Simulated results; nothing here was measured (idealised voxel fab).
Herein follows the process module entitled voxel gate over fins.
Cross-section cut: width 220 nm, square cells of 5 nm.
Reading order for cross-sections: top band down to bottom band. Underlying form: a grid of square cells. Band size: one or more rows of cells. In this notation a band is specified by the heights of its top and bottom, in that order and in nm, after which its materials appear from left to right, each paired with its width in nm. The word "edge to edge" attached to a single material means that material fills the band from edge to edge; the word "air" stands for empty space. Ref level 0: as-received wafer is one material below here. Bottom band extends down with no lower bound ("from 0 down"). The width entry "30..40" should be interpreted row by row: the top row of cells in the band takes the first number, the bottom row takes the second number, and the change between adjacent rows is uniform throughout. No cell of the cross-section changed in a step that is given as "remained the same". Closed empty spaces (no open way to the top) of 8 cells or more are what "Catalogued sealed voids" lists, each as width x height at distance from the left edge, nm for all three. Read whatever lies past the settings on a step's line as the simulator's own remark about the step. For masked steps, "overlay nm" on the step line gives how far right of plan the mask actually lay; a minus sign means it lay to the left. Before/after cross-section pairs, one process step each; after shown to lowest changed band; step and settings beneath. Pairs may be from different runs of this module on the same starting wafer; a pair continues from the one above only where its "Pre-step view" entry says so.

PRE-STEP VIEW
* from 0 down | Si edge to edge
* Catalogued sealed voids: none

CROSS-SECTION AFTER STEP
* from 5 to 0 | SiN edge to edge
* Below 0, the layers are the same as they were.
* Catalogued sealed voids: none
Going from the before section above to the after section, the step was op CONFORMAL_DEP | material SiN | thk nm 5

Pre-step view: after-step cross-section of the pair just above applies.

CROSS-SECTION AFTER STEP
* from 5 to 0 | 50 air | 15 SiN | 35 air | 15 SiN | 35 air | 15 SiN | 55 air
* Below 0, the layers are the same as they were.
* Catalogued sealed voids: none
Going from the before section above to the after section, the step was op MASKED_ETCH | tone cover | mask id FINS | width nm 15 | pitch nm 50 | etch materials SiN | depth nm 5 | overlay nm 0

Pre-step view: after-step cross-section of the pair just above applies.

CROSS-SECTION AFTER STEP
* from 5 to 0 | 50 air | 15 SiN | 35 air | 15 SiN | 35 air | 15 SiN | 55 air
* from 0 to -40 | 50 air | 15 Si | 35 air | 15 Si | 35 air | 15 Si | 55 air
* Below -40, the layers are the same as they were.
* Catalogued sealed voids: none
Going from the before section above to the after section, the step was op MASKED_ETCH | tone cover | mask id FINS | width nm 15 | pitch nm 50 | etch materials Si | depth nm 40 | overlay nm 0

Pre-step view: after-step cross-section of the pair just above applies.

CROSS-SECTION AFTER STEP
* from 10 to 5 | SiO2 edge to edge
* from 5 to 0 | 50 SiO2 | 15 SiN | 35 SiO2 | 15 SiN | 35 SiO2 | 15 SiN | 55 SiO2
* from 0 to -40 | 50 SiO2 | 15 Si | 35 SiO2 | 15 Si | 35 SiO2 | 15 Si | 55 SiO2
* Below -40, the layers are the same as they were.
* Catalogued sealed voids: none
Going from the before section above to the after section, the step was op FILL_DEP | material SiO2 | thk nm 5

Pre-step view: after-step cross-section of the pair just above applies.

CROSS-SECTION AFTER STEP
* from 5 to 0 | 50 SiO2 | 15 SiN | 35 SiO2 | 15 SiN | 35 SiO2 | 15 SiN | 55 SiO2
* Below 0, the layers are the same as they were.
* Catalogued sealed voids: none
Going from the before section above to the after section, the step was op CMP | height nm 5

Pre-step view: after-step cross-section of the pair just above applies.

CROSS-SECTION AFTER STEP
* from 20 to 5 | 75 resist | 15 air | 130 resist
* Below 5, the layers are the same as they were.
* Catalogued sealed voids: none
Going from the before section above to the after section, the step was op PATTERN | tone open | mask id RAIL | material resist | width nm 15 | thk nm 15 | overlay nm 0

Pre-step view: after-step cross-section of the pair just above applies.

CROSS-SECTION AFTER STEP
* from 20 to 5 | 75 resist | 15 air | 130 resist
* from 5 to 0 | 50 SiO2 | 15 SiN | 10 SiO2 | 15 air | 10 SiO2 | 15 SiN | 35 SiO2 | 15 SiN | 55 SiO2
* from 0 to -35 | 50 SiO2 | 15 Si | 10 SiO2 | 15 air | 10 SiO2 | 15 Si | 35 SiO2 | 15 Si | 55 SiO2
* Below -35, the layers are the same as they were.
* Catalogued sealed voids: none
Going from the before section above to the after section, the step was op DIRECTIONAL_ETCH | etch materials SiO2 | depth nm 40

Pre-step view: after-step cross-section of the pair just above applies.

CROSS-SECTION AFTER STEP
* from 5 to 0 | 50 SiO2 | 15 SiN | 10 SiO2 | 15 air | 10 SiO2 | 15 SiN | 35 SiO2 | 15 SiN | 55 SiO2
* Below 0, the layers are the same as they were.
* Catalogued sealed voids: none
Going from the before section above to the after section, the step was op STRIP | etch materials resist

Pre-step view: after-step cross-section of the pair just above applies.

CROSS-SECTION AFTER STEP
* from 10 to 5 | 80 TiN | 5 air | 135 TiN
* from 5 to 0 | 50 SiO2 | 15 SiN | 10 SiO2 | 5 TiN | 5 air | 5 TiN | 10 SiO2 | 15 SiN | 35 SiO2 | 15 SiN | 55 SiO2
* from 0 to -30 | 50 SiO2 | 15 Si | 10 SiO2 | 5 TiN | 5 air | 5 TiN | 10 SiO2 | 15 Si | 35 SiO2 | 15 Si | 55 SiO2
* from -30 to -35 | 50 SiO2 | 15 Si | 10 SiO2 | 15 TiN | 10 SiO2 | 15 Si | 35 SiO2 | 15 Si | 55 SiO2
* Below -35, the layers are the same as they were.
* Catalogued sealed voids: none
Going from the before section above to the after section, the step was op CONFORMAL_DEP | material TiN | thk nm 5

Pre-step view: after-step cross-section of the pair just above applies.

CROSS-SECTION AFTER STEP
* from 20 to 10 | Ru edge to edge
* from 10 to 5 | 80 TiN | 5 Ru | 135 TiN
* from 5 to 0 | 50 SiO2 | 15 SiN | 10 SiO2 | 5 TiN | 5 Ru | 5 TiN | 10 SiO2 | 15 SiN | 35 SiO2 | 15 SiN | 55 SiO2
* from 0 to -30 | 50 SiO2 | 15 Si | 10 SiO2 | 5 TiN | 5 Ru | 5 TiN | 10 SiO2 | 15 Si | 35 SiO2 | 15 Si | 55 SiO2
* Below -30, the layers are the same as they were.
* Catalogued sealed voids: none
Going from the before section above to the after section, the step was op FILL_DEP | material Ru | thk nm 10

Pre-step view: after-step cross-section of the pair just above applies.

CROSS-SECTION AFTER STEP
* from 5 to 0 | 50 SiO2 | 15 SiN | 10 SiO2 | 5 TiN | 5 Ru | 5 TiN | 10 SiO2 | 15 SiN | 35 SiO2 | 15 SiN | 55 SiO2
* Below 0, the layers are the same as they were.
* Catalogued sealed voids: none
Going from the before section above to the after section, the step was op CMP | height nm 5

Pre-step view: after-step cross-section of the pair just above applies.

CROSS-SECTION AFTER STEP
* from 5 to 0 | 50 SiO2 | 15 SiN | 10 SiO2 | 15 air | 10 SiO2 | 15 SiN | 35 SiO2 | 15 SiN | 55 SiO2
* from 0 to -25 | 50 SiO2 | 15 Si | 10 SiO2 | 15 air | 10 SiO2 | 15 Si | 35 SiO2 | 15 Si | 55 SiO2
* Below -25, the layers are the same as they were.
* Catalogued sealed voids: none
Going from the before section above to the after section, the step was op SELECTIVE_ETCH | etch materials W Ru TiN | depth nm 30

Pre-step view: after-step cross-section of the pair just above applies.

CROSS-SECTION AFTER STEP
* from 10 to 5 | SiO2 edge to edge
* from 5 to 0 | 50 SiO2 | 15 SiN | 35 SiO2 | 15 SiN | 35 SiO2 | 15 SiN | 55 SiO2
* from 0 to -25 | 50 SiO2 | 15 Si | 35 SiO2 | 15 Si | 35 SiO2 | 15 Si | 55 SiO2
* Below -25, the layers are the same as they were.
* Catalogued sealed voids: none
Going from the before section above to the after section, the step was op FILL_DEP | material SiO2 | thk nm 5

Pre-step view: after-step cross-section of the pair just above applies.

CROSS-SECTION AFTER STEP
* from 5 to 0 | 50 SiO2 | 15 SiN | 35 SiO2 | 15 SiN | 35 SiO2 | 15 SiN | 55 SiO2
* Below 0, the layers are the same as they were.
* Catalogued sealed voids: none
Going from the before section above to the after section, the step was op CMP | height nm 5

Pre-step view: after-step cross-section of the pair just above applies.

CROSS-SECTION AFTER STEP
* from 5 to 0 | 50 air | 15 SiN | 35 air | 15 SiN | 35 air | 15 SiN | 55 air
* from 0 to -15 | 50 air | 15 Si | 35 air | 15 Si | 35 air | 15 Si | 55 air
* Below -15, the layers are the same as they were.
* Catalogued sealed voids: none
Going from the before section above to the after section, the step was op SELECTIVE_ETCH | etch materials SiO2 | depth nm 20

Pre-step view: after-step cross-section of the pair just above applies.

CROSS-SECTION AFTER STEP
* from 0 to -15 | 50 air | 15 Si | 35 air | 15 Si | 35 air | 15 Si | 55 air
* Below -15, the layers are the same as they were.
* Catalogued sealed voids: none
Going from the before section above to the after section, the step was op STRIP | etch materials SiN

Pre-step view: after-step cross-section of the pair just above applies.

CROSS-SECTION AFTER STEP
* from 5 to 0 | 45 air | 25 HfO2 | 25 air | 25 HfO2 | 25 air | 25 HfO2 | 50 air
* from 0 to -10 | 45 air | 5 HfO2 | 15 Si | 5 HfO2 | 25 air | 5 HfO2 | 15 Si | 5 HfO2 | 25 air | 5 HfO2 | 15 Si | 5 HfO2 | 50 air
* from -10 to -15 | 50 HfO2 | 15 Si | 35 HfO2 | 15 Si | 35 HfO2 | 15 Si | 55 HfO2
* Below -15, the layers are the same as they were.
* Catalogued sealed voids: none
Going from the before section above to the after section, the step was op CONFORMAL_DEP | material HfO2 | thk nm 5

Pre-step view: after-step cross-section of the pair just above applies.

CROSS-SECTION AFTER STEP
* from 10 to 5 | 40 air | 35 TiN | 15 air | 35 TiN | 15 air | 35 TiN | 45 air
* from 5 to 0 | 40 air | 5 TiN | 25 HfO2 | 5 TiN | 15 air | 5 TiN | 25 HfO2 | 5 TiN | 15 air | 5 TiN | 25 HfO2 | 5 TiN | 45 air
* from 0 to -5 | 40 air | 5 TiN | 5 HfO2 | 15 Si | 5 HfO2 | 5 TiN | 15 air | 5 TiN | 5 HfO2 | 15 Si | 5 HfO2 | 5 TiN | 15 air | 5 TiN | 5 HfO2 | 15 Si | 5 HfO2 | 5 TiN | 45 air
* from -5 to -10 | 45 TiN | 5 HfO2 | 15 Si | 5 HfO2 | 25 TiN | 5 HfO2 | 15 Si | 5 HfO2 | 25 TiN | 5 HfO2 | 15 Si | 5 HfO2 | 50 TiN
* Below -10, the layers are the same as they were.
* Catalogued sealed voids: none
Going from the before section above to the after section, the step was op CONFORMAL_DEP | material TiN | thk nm 5

Pre-step view: after-step cross-section of the pair just above applies.

CROSS-SECTION AFTER STEP
* from 15 to 10 | 35 air | 45 TiAl | 5 air | 45 TiAl | 5 air | 45 TiAl | 40 air
* from 10 to 5 | 35 air | 5 TiAl | 35 TiN | 5 TiAl | 5 air | 5 TiAl | 35 TiN | 5 TiAl | 5 air | 5 TiAl | 35 TiN | 5 TiAl | 40 air
* from 5 to 0 | 35 air | 5 TiAl | 5 TiN | 25 HfO2 | 5 TiN | 5 TiAl | 5 air | 5 TiAl | 5 TiN | 25 HfO2 | 5 TiN | 5 TiAl | 5 air | 5 TiAl | 5 TiN | 25 HfO2 | 5 TiN | 5 TiAl | 40 air
* from 0 to -5 | 40 TiAl | 5 TiN | 5 HfO2 | 15 Si | 5 HfO2 | 5 TiN | 15 TiAl | 5 TiN | 5 HfO2 | 15 Si | 5 HfO2 | 5 TiN | 15 TiAl | 5 TiN | 5 HfO2 | 15 Si | 5 HfO2 | 5 TiN | 45 TiAl
* Below -5, the layers are the same as they were.
* Catalogued sealed voids: none
Going from the before section above to the after section, the step was op CONFORMAL_DEP | material TiAl | thk nm 5

Pre-step view: after-step cross-section of the pair just above applies.

CROSS-SECTION AFTER STEP
* from 20 to 15 | 30 air | 155 TiN | 35 air
* from 15 to 10 | 30 air | 5 TiN | 45 TiAl | 5 TiN | 45 TiAl | 5 TiN | 45 TiAl | 5 TiN | 35 air
* from 10 to 5 | 30 air | 5 TiN | 5 TiAl | 35 TiN | 5 TiAl | 5 TiN | 5 TiAl | 35 TiN | 5 TiAl | 5 TiN | 5 TiAl | 35 TiN | 5 TiAl | 5 TiN | 35 air
* from 5 to 0 | 35 TiN | 5 TiAl | 5 TiN | 25 HfO2 | 5 TiN | 5 TiAl | 5 TiN | 5 TiAl | 5 TiN | 25 HfO2 | 5 TiN | 5 TiAl | 5 TiN | 5 TiAl | 5 TiN | 25 HfO2 | 5 TiN | 5 TiAl | 40 TiN
* Below 0, the layers are the same as they were.
* Catalogued sealed voids: none
Going from the before section above to the after section, the step was op CONFORMAL_DEP | material TiN | thk nm 5

Pre-step view: after-step cross-section of the pair just above applies.

CROSS-SECTION AFTER STEP
* from 35 to 20 | W edge to edge
* from 20 to 15 | 30 W | 155 TiN | 35 W
* from 15 to 10 | 30 W | 5 TiN | 45 TiAl | 5 TiN | 45 TiAl | 5 TiN | 45 TiAl | 5 TiN | 35 W
* from 10 to 5 | 30 W | 5 TiN | 5 TiAl | 35 TiN | 5 TiAl | 5 TiN | 5 TiAl | 35 TiN | 5 TiAl | 5 TiN | 5 TiAl | 35 TiN | 5 TiAl | 5 TiN | 35 W
* Below 5, the layers are the same as they were.
* Catalogued sealed voids: none
Going from the before section above to the after section, the step was op FILL_DEP | material W | thk nm 15

Pre-step view: after-step cross-section of the pair just above applies.

CROSS-SECTION AFTER STEP
* from 30 to 20 | W edge to edge
* Below 20, the layers are the same as they were.
* Catalogued sealed voids: none
Going from the before section above to the after section, the step was op CMP | height nm 30

Pre-step view: after-step cross-section of the pair just above applies.

CROSS-SECTION AFTER STEP
* from 35 to 30 | SiN edge to edge
* Below 30, the layers are the same as they were.
* Catalogued sealed voids: none
Going from the before section above to the after section, the step was op CONFORMAL_DEP | material SiN | thk nm 5

PRE-STEP VIEW
* from 5 to 0 | 45 air | 25 HfO2 | 25 air | 25 HfO2 | 25 air | 25 HfO2 | 50 air
* from 0 to -10 | 45 air | 5 HfO2 | 15 Si | 5 HfO2 | 25 air | 5 HfO2 | 15 Si | 5 HfO2 | 25 air | 5 HfO2 | 15 Si | 5 HfO2 | 50 air
* from -10 to -15 | 50 HfO2 | 15 Si | 35 HfO2 | 15 Si | 35 HfO2 | 15 Si | 55 HfO2
* from -15 to -25 | 50 SiO2 | 15 Si | 35 SiO2 | 15 Si | 35 SiO2 | 15 Si | 55 SiO2
* from -25 to -30 | 50 SiO2 | 15 Si | 10 SiO2 | 5 TiN | 5 Ru | 5 TiN | 10 SiO2 | 15 Si | 35 SiO2 | 15 Si | 55 SiO2
* from -30 to -35 | 50 SiO2 | 15 Si | 10 SiO2 | 15 TiN | 10 SiO2 | 15 Si | 35 SiO2 | 15 Si | 55 SiO2
* from -35 to -40 | 50 SiO2 | 15 Si | 35 SiO2 | 15 Si | 35 SiO2 | 15 Si | 55 SiO2
* from -40 down | Si edge to edge
* Catalogued sealed voids: none

CROSS-SECTION AFTER STEP
* from 10 to 5 | 40 air | 35 TiAl | 15 air | 35 TiAl | 15 air | 35 TiAl | 45 air
* from 5 to 0 | 40 air | 5 TiAl | 25 HfO2 | 5 TiAl | 15 air | 5 TiAl | 25 HfO2 | 5 TiAl | 15 air | 5 TiAl | 25 HfO2 | 5 TiAl | 45 air
* from 0 to -5 | 40 air | 5 TiAl | 5 HfO2 | 15 Si | 5 HfO2 | 5 TiAl | 15 air | 5 TiAl | 5 HfO2 | 15 Si | 5 HfO2 | 5 TiAl | 15 air | 5 TiAl | 5 HfO2 | 15 Si | 5 HfO2 | 5 TiAl | 45 air
* from -5 to -10 | 45 TiAl | 5 HfO2 | 15 Si | 5 HfO2 | 25 TiAl | 5 HfO2 | 15 Si | 5 HfO2 | 25 TiAl | 5 HfO2 | 15 Si | 5 HfO2 | 50 TiAl
* Below -10, the layers are the same as they were.
* Catalogued sealed voids: none
Going from the before section above to the after section, the step was op CONFORMAL_DEP | material TiAl | thk nm 5

Pre-step view: after-step cross-section of the pair just above applies.

CROSS-SECTION AFTER STEP
* from 15 to 10 | 35 air | 45 TiN | 5 air | 45 TiN | 5 air | 45 TiN | 40 air
* from 10 to 5 | 35 air | 5 TiN | 35 TiAl | 5 TiN | 5 air | 5 TiN | 35 TiAl | 5 TiN | 5 air | 5 TiN | 35 TiAl | 5 TiN | 40 air
* from 5 to 0 | 35 air | 5 TiN | 5 TiAl | 25 HfO2 | 5 TiAl | 5 TiN | 5 air | 5 TiN | 5 TiAl | 25 HfO2 | 5 TiAl | 5 TiN | 5 air | 5 TiN | 5 TiAl | 25 HfO2 | 5 TiAl | 5 TiN | 40 air
* from 0 to -5 | 40 TiN | 5 TiAl | 5 HfO2 | 15 Si | 5 HfO2 | 5 TiAl | 15 TiN | 5 TiAl | 5 HfO2 | 15 Si | 5 HfO2 | 5 TiAl | 15 TiN | 5 TiAl | 5 HfO2 | 15 Si | 5 HfO2 | 5 TiAl | 45 TiN
* Below -5, the layers are the same as they were.
* Catalogued sealed voids: none
Going from the before section above to the after section, the step was op CONFORMAL_DEP | material TiN | thk nm 5

Pre-step view: after-step cross-section of the pair just above applies.

CROSS-SECTION AFTER STEP
* from 30 to 15 | W edge to edge
* from 15 to 10 | 35 W | 45 TiN | 5 W | 45 TiN | 5 W | 45 TiN | 40 W
* from 10 to 5 | 35 W | 5 TiN | 35 TiAl | 5 TiN | 5 W | 5 TiN | 35 TiAl | 5 TiN | 5 W | 5 TiN | 35 TiAl | 5 TiN | 40 W
* from 5 to 0 | 35 W | 5 TiN | 5 TiAl | 25 HfO2 | 5 TiAl | 5 TiN | 5 W | 5 TiN | 5 TiAl | 25 HfO2 | 5 TiAl | 5 TiN | 5 W | 5 TiN | 5 TiAl | 25 HfO2 | 5 TiAl | 5 TiN | 40 W
* Below 0, the layers are the same as they were.
* Catalogued sealed voids: none
Going from the before section above to the after section, the step was op FILL_DEP | material W | thk nm 15

Pre-step view: after-step cross-section of the pair just above applies.

CROSS-SECTION AFTER STEP
* from 35 to 30 | SiN edge to edge
* Below 30, the layers are the same as they were.
* Catalogued sealed voids: none
Going from the before section above to the after section, the step was op CONFORMAL_DEP | material SiN | thk nm 5

PRE-STEP VIEW
* from 5 to 0 | 50 air | 15 SiN | 35 air | 15 SiN | 35 air | 15 SiN | 55 air
* from 0 to -15 | 50 air | 15 Si | 35 air | 15 Si | 35 air | 15 Si | 55 air
* from -15 to -25 | 50 SiO2 | 15 Si | 35 SiO2 | 15 Si | 35 SiO2 | 15 Si | 55 SiO2
* from -25 to -30 | 50 SiO2 | 15 Si | 10 SiO2 | 5 TiN | 5 Ru | 5 TiN | 10 SiO2 | 15 Si | 35 SiO2 | 15 Si | 55 SiO2
* from -30 to -35 | 50 SiO2 | 15 Si | 10 SiO2 | 15 TiN | 10 SiO2 | 15 Si | 35 SiO2 | 15 Si | 55 SiO2
* from -35 to -40 | 50 SiO2 | 15 Si | 35 SiO2 | 15 Si | 35 SiO2 | 15 Si | 55 SiO2
* from -40 down | Si edge to edge
* Catalogued sealed voids: none

CROSS-SECTION AFTER STEP
* from 5 to 0 | 50 air | 15 SiN | 35 air | 15 SiN | 35 air | 15 SiN | 55 air
* from 0 to -25 | 50 air | 15 Si | 35 air | 15 Si | 35 air | 15 Si | 55 air
* from -25 to -30 | 50 air | 15 Si | 10 air | 5 TiN | 5 Ru | 5 TiN | 10 air | 15 Si | 35 air | 15 Si | 55 air
* from -30 to -35 | 50 air | 15 Si | 10 air | 15 TiN | 10 air | 15 Si | 35 air | 15 Si | 55 air
* Below -35, the layers are the same as they were.
* Catalogued sealed voids: none
Going from the before section above to the after section, the step was op SELECTIVE_ETCH | etch materials SiO2 | depth nm 20

Pre-step view: after-step cross-section of the pair just above applies.

CROSS-SECTION AFTER STEP
* from 0 to -25 | 50 air | 15 Si | 35 air | 15 Si | 35 air | 15 Si | 55 air
* Below -25, the layers are the same as they were.
* Catalogued sealed voids: none
Going from the before section above to the after section, the step was op STRIP | etch materials SiN

Pre-step view: after-step cross-section of the pair just above applies.

CROSS-SECTION AFTER STEP
* from 5 to 0 | 45 air | 25 HfO2 | 25 air | 25 HfO2 | 25 air | 25 HfO2 | 50 air
* from 0 to -20 | 45 air | 5 HfO2 | 15 Si | 5 HfO2 | 25 air | 5 HfO2 | 15 Si | 5 HfO2 | 25 air | 5 HfO2 | 15 Si | 5 HfO2 | 50 air
* from -20 to -25 | 45 air | 5 HfO2 | 15 Si | 35 HfO2 | 15 Si | 5 HfO2 | 25 air | 5 HfO2 | 15 Si | 5 HfO2 | 50 air
* from -25 to -30 | 45 air | 5 HfO2 | 15 Si | 10 HfO2 | 5 TiN | 5 Ru | 5 TiN | 10 HfO2 | 15 Si | 5 HfO2 | 25 air | 5 HfO2 | 15 Si | 5 HfO2 | 50 air
* from -30 to -35 | 50 HfO2 | 15 Si | 10 HfO2 | 15 TiN | 10 HfO2 | 15 Si | 35 HfO2 | 15 Si | 55 HfO2
* Below -35, the layers are the same as they were.
* Catalogued sealed voids: none
Going from the before section above to the after section, the step was op CONFORMAL_DEP | material HfO2 | thk nm 5

Pre-step view: after-step cross-section of the pair just above applies.

CROSS-SECTION AFTER STEP
* from 10 to 5 | 40 air | 35 TiN | 15 air | 35 TiN | 15 air | 35 TiN | 45 air
* from 5 to 0 | 40 air | 5 TiN | 25 HfO2 | 5 TiN | 15 air | 5 TiN | 25 HfO2 | 5 TiN | 15 air | 5 TiN | 25 HfO2 | 5 TiN | 45 air
* from 0 to -15 | 40 air | 5 TiN | 5 HfO2 | 15 Si | 5 HfO2 | 5 TiN | 15 air | 5 TiN | 5 HfO2 | 15 Si | 5 HfO2 | 5 TiN | 15 air | 5 TiN | 5 HfO2 | 15 Si | 5 HfO2 | 5 TiN | 45 air
* from -15 to -20 | 40 air | 5 TiN | 5 HfO2 | 15 Si | 5 HfO2 | 25 TiN | 5 HfO2 | 15 Si | 5 HfO2 | 5 TiN | 15 air | 5 TiN | 5 HfO2 | 15 Si | 5 HfO2 | 5 TiN | 45 air
* from -20 to -25 | 40 air | 5 TiN | 5 HfO2 | 15 Si | 35 HfO2 | 15 Si | 5 HfO2 | 5 TiN | 15 air | 5 TiN | 5 HfO2 | 15 Si | 5 HfO2 | 5 TiN | 45 air
* from -25 to -30 | 45 TiN | 5 HfO2 | 15 Si | 10 HfO2 | 5 TiN | 5 Ru | 5 TiN | 10 HfO2 | 15 Si | 5 HfO2 | 25 TiN | 5 HfO2 | 15 Si | 5 HfO2 | 50 TiN
* Below -30, the layers are the same as they were.
* Catalogued sealed voids: none
Going from the before section above to the after section, the step was op CONFORMAL_DEP | material TiN | thk nm 5

Pre-step view: after-step cross-section of the pair just above applies.

CROSS-SECTION AFTER STEP
* from 15 to 10 | 35 air | 45 TiAl | 5 air | 45 TiAl | 5 air | 45 TiAl | 40 air
* from 10 to 5 | 35 air | 5 TiAl | 35 TiN | 5 TiAl | 5 air | 5 TiAl | 35 TiN | 5 TiAl | 5 air | 5 TiAl | 35 TiN | 5 TiAl | 40 air
* from 5 to 0 | 35 air | 5 TiAl | 5 TiN | 25 HfO2 | 5 TiN | 5 TiAl | 5 air | 5 TiAl | 5 TiN | 25 HfO2 | 5 TiN | 5 TiAl | 5 air | 5 TiAl | 5 TiN | 25 HfO2 | 5 TiN | 5 TiAl | 40 air
* from 0 to -10 | 35 air | 5 TiAl | 5 TiN | 5 HfO2 | 15 Si | 5 HfO2 | 5 TiN | 5 TiAl | 5 air | 5 TiAl | 5 TiN | 5 HfO2 | 15 Si | 5 HfO2 | 5 TiN | 5 TiAl | 5 air | 5 TiAl | 5 TiN | 5 HfO2 | 15 Si | 5 HfO2 | 5 TiN | 5 TiAl | 40 air
* from -10 to -15 | 35 air | 5 TiAl | 5 TiN | 5 HfO2 | 15 Si | 5 HfO2 | 5 TiN | 15 TiAl | 5 TiN | 5 HfO2 | 15 Si | 5 HfO2 | 5 TiN | 5 TiAl | 5 air | 5 TiAl | 5 TiN | 5 HfO2 | 15 Si | 5 HfO2 | 5 TiN | 5 TiAl | 40 air
* from -15 to -20 | 35 air | 5 TiAl | 5 TiN | 5 HfO2 | 15 Si | 5 HfO2 | 25 TiN | 5 HfO2 | 15 Si | 5 HfO2 | 5 TiN | 5 TiAl | 5 air | 5 TiAl | 5 TiN | 5 HfO2 | 15 Si | 5 HfO2 | 5 TiN | 5 TiAl | 40 air
* from -20 to -25 | 40 TiAl | 5 TiN | 5 HfO2 | 15 Si | 35 HfO2 | 15 Si | 5 HfO2 | 5 TiN | 15 TiAl | 5 TiN | 5 HfO2 | 15 Si | 5 HfO2 | 5 TiN | 45 TiAl
* Below -25, the layers are the same as they were.
* Catalogued sealed voids: none
Going from the before section above to the after section, the step was op CONFORMAL_DEP | material TiAl | thk nm 5

Pre-step view: after-step cross-section of the pair just above applies.

CROSS-SECTION AFTER STEP
* from 20 to 15 | 30 air | 155 TiN | 35 air
* from 15 to 10 | 30 air | 5 TiN | 45 TiAl | 5 TiN | 45 TiAl | 5 TiN | 45 TiAl | 5 TiN | 35 air
* from 10 to 5 | 30 air | 5 TiN | 5 TiAl | 35 TiN | 5 TiAl | 5 TiN | 5 TiAl | 35 TiN | 5 TiAl | 5 TiN | 5 TiAl | 35 TiN | 5 TiAl | 5 TiN | 35 air
* from 5 to 0 | 30 air | 5 TiN | 5 TiAl | 5 TiN | 25 HfO2 | 5 TiN | 5 TiAl | 5 TiN | 5 TiAl | 5 TiN | 25 HfO2 | 5 TiN | 5 TiAl | 5 TiN | 5 TiAl | 5 TiN | 25 HfO2 | 5 TiN | 5 TiAl | 5 TiN | 35 air
* from 0 to -10 | 30 air | 5 TiN | 5 TiAl | 5 TiN | 5 HfO2 | 15 Si | 5 HfO2 | 5 TiN | 5 TiAl | 5 TiN | 5 TiAl | 5 TiN | 5 HfO2 | 15 Si | 5 HfO2 | 5 TiN | 5 TiAl | 5 TiN | 5 TiAl | 5 TiN | 5 HfO2 | 15 Si | 5 HfO2 | 5 TiN | 5 TiAl | 5 TiN | 35 air
* from -10 to -15 | 30 air | 5 TiN | 5 TiAl | 5 TiN | 5 HfO2 | 15 Si | 5 HfO2 | 5 TiN | 15 TiAl | 5 TiN | 5 HfO2 | 15 Si | 5 HfO2 | 5 TiN | 5 TiAl | 5 TiN | 5 TiAl | 5 TiN | 5 HfO2 | 15 Si | 5 HfO2 | 5 TiN | 5 TiAl | 5 TiN | 35 air
* from -15 to -20 | 35 TiN | 5 TiAl | 5 TiN | 5 HfO2 | 15 Si | 5 HfO2 | 25 TiN | 5 HfO2 | 15 Si | 5 HfO2 | 5 TiN | 5 TiAl | 5 TiN | 5 TiAl | 5 TiN | 5 HfO2 | 15 Si | 5 HfO2 | 5 TiN | 5 TiAl | 40 TiN
* Below -20, the layers are the same as they were.
* Catalogued sealed voids: none
Going from the before section above to the after section, the step was op CONFORMAL_DEP | material TiN | thk nm 5

Pre-step view: after-step cross-section of the pair just above applies.

CROSS-SECTION AFTER STEP
* from 35 to 20 | W edge to edge
* from 20 to 15 | 30 W | 155 TiN | 35 W
* from 15 to 10 | 30 W | 5 TiN | 45 TiAl | 5 TiN | 45 TiAl | 5 TiN | 45 TiAl | 5 TiN | 35 W
* from 10 to 5 | 30 W | 5 TiN | 5 TiAl | 35 TiN | 5 TiAl | 5 TiN | 5 TiAl | 35 TiN | 5 TiAl | 5 TiN | 5 TiAl | 35 TiN | 5 TiAl | 5 TiN | 35 W
* from 5 to 0 | 30 W | 5 TiN | 5 TiAl | 5 TiN | 25 HfO2 | 5 TiN | 5 TiAl | 5 TiN | 5 TiAl | 5 TiN | 25 HfO2 | 5 TiN | 5 TiAl | 5 TiN | 5 TiAl | 5 TiN | 25 HfO2 | 5 TiN | 5 TiAl | 5 TiN | 35 W
* from 0 to -10 | 30 W | 5 TiN | 5 TiAl | 5 TiN | 5 HfO2 | 15 Si | 5 HfO2 | 5 TiN | 5 TiAl | 5 TiN | 5 TiAl | 5 TiN | 5 HfO2 | 15 Si | 5 HfO2 | 5 TiN | 5 TiAl | 5 TiN | 5 TiAl | 5 TiN | 5 HfO2 | 15 Si | 5 HfO2 | 5 TiN | 5 TiAl | 5 TiN | 35 W
* from -10 to -15 | 30 W | 5 TiN | 5 TiAl | 5 TiN | 5 HfO2 | 15 Si | 5 HfO2 | 5 TiN | 15 TiAl | 5 TiN | 5 HfO2 | 15 Si | 5 HfO2 | 5 TiN | 5 TiAl | 5 TiN | 5 TiAl | 5 TiN | 5 HfO2 | 15 Si | 5 HfO2 | 5 TiN | 5 TiAl | 5 TiN | 35 W
* Below -15, the layers are the same as they were.
* Catalogued sealed voids: none
Going from the before section above to the after section, the step was op FILL_DEP | material W | thk nm 15

Pre-step view: after-step cross-section of the pair just above applies.

CROSS-SECTION AFTER STEP
* from 30 to 20 | W edge to edge
* Below 20, the layers are the same as they were.
* Catalogued sealed voids: none
Going from the before section above to the after section, the step was op CMP | height nm 30

Pre-step view: after-step cross-section of the pair just above applies.

CROSS-SECTION AFTER STEP
* from 35 to 30 | SiN edge to edge
* Below 30, the layers are the same as they were.
* Catalogued sealed voids: none
Going from the before section above to the after section, the step was op CONFORMAL_DEP | material SiN | thk nm 5
